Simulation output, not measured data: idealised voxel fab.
Process module heading - voxel ribs on slabs
Cross-section cut: width 190 nm, square cells of 5 nm.
This document writes a cross-section as a grid whose cells are square, and gives it as bands, listed from the top down; one or more rows of cells form a band. Within each band entry, the heights of the top and of the bottom of the band appear first, in that order and in nm; the materials of the band then follow from left to right, each with its corresponding width in nm. The designation "throughout" on a single material indicates that it fills the band from edge to edge; the designation "blank" indicates empty space. A quick word on heights: they are counted from 0, and under that level the wafer as it came to us is one material throughout. The lowest band is different from the rest in having no bottom; it simply continues downward, written as in "from 0 down". Width "30->40": first value at the band's top row of cells, second value at its bottom row, equal change from row to row. No cell of the cross-section changed in a step that is given as "same as before". You'll see "Sealed cavities" listing empty spaces that have no way open to the top, as long as they're 8 cells or more; the notation is width x height at distance, where the distance is from the left edge, and all of it is in nm. Step line, after settings: the simulator's comment on this step. overlay nm: step with mask; distance mask lay right of planned place; negative value = left of planned place.

**Listed below are the process steps as planned**
| 1 | op RECEIVE | material Si |
| 2 | op DIRECTIONAL_DEP | material SiO2 | thk nm 20 |
| 3 | op DIRECTIONAL_DEP | material SiN | thk nm 15 |
| 4 | op DIRECTIONAL_DEP | material aC | thk nm 10 |
| 5 | op PATTERN | tone cover | mask id RIB | material resist | width nm 20 | thk nm 25 | overlay nm 0 |
| 6 | op DIRECTIONAL_ETCH | etch materials aC | depth nm 10 |
| 7 | op STRIP | etch materials resist |
| 8 | op DIRECTIONAL_ETCH | etch materials SiN | depth nm 10 |
| 9 | op STRIP | etch materials aC |
| 10 | op MASKED_ETCH | tone cover | mask id SLAB | width nm 50 | etch materials SiN | depth nm 5 | overlay nm 0 |
| 11 | op FILL_DEP | material SiO2 | thk nm 20 |
| 12 | op CMP | height nm 45 |
| 13 | op DIRECTIONAL_DEP | material TiN | thk nm 5 |
| 14 | op MASKED_ETCH | tone cover | mask id HEATER | width nm 30 | etch materials TiN | depth nm 5 | overlay nm 0 |
| 15 | op CONFORMAL_DEP | material SiO2 | thk nm 5 |

**Wafer, first of two, run as planned**

**Cross-section of the wafer at receipt, which is the condition after step 1**
    from 0 down = Si throughout
    Sealed cavities: none

**after step 2**
    from 20 to 0 = SiO2 throughout
    Lower than 0, everything is as it was.

**after step 3**
    from 35 to 20 = SiN throughout
    Lower than 20, everything is as it was.

**after step 4**
    from 45 to 35 = aC throughout
    Lower than 35, everything is as it was.

**after step 5**
    from 70 to 45 = blank: 85 / resist: 20 / blank: 85
    Lower than 45, everything is as it was.

**after step 6**
    from 60 to 45 = blank: 85 / resist: 20 / blank: 85
    from 45 to 35 = blank: 85 / aC: 20 / blank: 85
    Lower than 35, everything is as it was.

**after step 7**
    from 45 to 35 = blank: 85 / aC: 20 / blank: 85
    Lower than 35, everything is as it was.

**after step 8**
    from 45 to 35 = blank: 85 / aC: 20 / blank: 85
    from 35 to 25 = blank: 85 / SiN: 20 / blank: 85
    Lower than 25, everything is as it was.

**after step 9**
    from 35 to 25 = blank: 85 / SiN: 20 / blank: 85
    Lower than 25, everything is as it was.

**after step 10**
    from 35 to 25 = blank: 85 / SiN: 20 / blank: 85
    from 25 to 20 = blank: 70 / SiN: 50 / blank: 70
    Lower than 20, everything is as it was.

**after step 11**
    from 55 to 35 = SiO2 throughout
    from 35 to 25 = SiO2: 85 / SiN: 20 / SiO2: 85
    from 25 to 20 = SiO2: 70 / SiN: 50 / SiO2: 70
    Lower than 20, everything is as it was.

**after step 12**
    from 45 to 35 = SiO2 throughout
    Lower than 35, everything is as it was.

**after step 13**
    from 50 to 45 = TiN throughout
    Lower than 45, everything is as it was.

**after step 14**
    from 50 to 45 = blank: 80 / TiN: 30 / blank: 80
    Lower than 45, everything is as it was.

**after step 15**
    from 55 to 50 = blank: 75 / SiO2: 40 / blank: 75
    from 50 to 45 = SiO2: 80 / TiN: 30 / SiO2: 80
    Lower than 45, everything is as it was.

**Second wafer, same starting state and plan as the first, one mistake in the run, identical through step 9**

**Second wafer shown in cross-section at the time step 10 was slated to end**
    from 35 to 25 = blank: 85 / SiN: 20 / blank: 85
    from 25 to 20 = blank: 60 / SiN: 50 / blank: 80
    Lower than 20, everything is as it was.

**Second wafer shown in cross-section at the time step 11 was slated to end**
    from 55 to 35 = SiO2 throughout
    from 35 to 25 = SiO2: 85 / SiN: 20 / SiO2: 85
    from 25 to 20 = SiO2: 60 / SiN: 50 / SiO2: 80
    Lower than 20, everything is as it was.

**Second wafer shown in cross-section at the time step 12 was slated to end**
    from 45 to 35 = SiO2 throughout
    Lower than 35, everything is as it was.

**Second wafer shown in cross-section at the time step 13 was slated to end**
    from 50 to 45 = TiN throughout
    Lower than 45, everything is as it was.

**Second wafer shown in cross-section at the time step 14 was slated to end**
    from 50 to 45 = blank: 80 / TiN: 30 / blank: 80
    Lower than 45, everything is as it was.

**Second wafer shown in cross-section at the time step 15 was slated to end**
    from 55 to 50 = blank: 75 / SiO2: 40 / blank: 75
    from 50 to 45 = SiO2: 80 / TiN: 30 / SiO2: 80
    Lower than 45, everything is as it was.
Here's what went sideways: step 10 was not run as planned; what actually ran was op MASKED_ETCH | tone cover | mask id SLAB | width nm 50 | etch materials SiN | depth nm 5 | overlay nm -10
Tallied in cells, the final second wafer holds each material in the same quantity as the first, although not at the same places.
